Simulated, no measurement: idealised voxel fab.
process module | voxel air gaps
cross-section cut | 240 nm wide | cells 5 nm
A cross-section is a grid of square cells, given in bands from the top down. A band is one or more rows of cells.
Each band's line starts with the height of the band's top and of its bottom, in nm. Then come its materials from left to right, each with its width in nm. One material with "throughout" fills the band from edge to edge. "air" is empty space.
Height 0 is the level under which the wafer as received is all one material. The lowest band goes on downwards, as in "0 down".
A width such as "30 to 40" changes by the same amount from each row of cells to the next, from the band's top row to its bottom row.
"no change" after a step means that no cell of the cross-section changed.
closed voids: empty space of 8 cells or more with no open way to the top, each as width x height at its distance from the left edge, in nm
after a step's settings: what the simulator itself notes on the step
overlay nm, on a step with a mask: how far to the right of its planned place the mask lay; to the left if negative
plan
1 op RECEIVE | material Si
2 op CONFORMAL_DEP | material SiO2 | thk nm 10
3 op CONFORMAL_DEP | material SiCN | thk nm 5
4 op DIRECTIONAL_DEP | material lowk | thk nm 35
5 op DIRECTIONAL_DEP | material aC | thk nm 15
6 op PATTERN | tone open | mask id LINES | material resist | width nm 25 | pitch nm 50 | thk nm 35 | overlay nm 0
7 op DIRECTIONAL_ETCH | etch materials aC | depth nm 15
8 op STRIP | etch materials resist
9 op DIRECTIONAL_ETCH | etch materials lowk | depth nm 35
10 op STRIP | etch materials aC
11 op CONFORMAL_DEP | material TiN | thk nm 5
12 op FILL_DEP | material Cu | thk nm 10
13 op CMP | height nm 50
14 op EPI | material Ru | thk nm 10
15 op SELECTIVE_ETCH | etch materials lowk | depth nm 45
16 op CONFORMAL_DEP | material SiCN | thk nm 5
as received, after step 1
  0 down: Si throughout
  closed voids: none
a wafer at the end: this start, this plan, one mistake
  55 to 45: SiCN throughout
  45 to 10: lowk throughout
  10 to 0: SiO2 throughout
  0 down: Si throughout
  closed voids: none
what went wrong: steps 3 and 4 were swapped
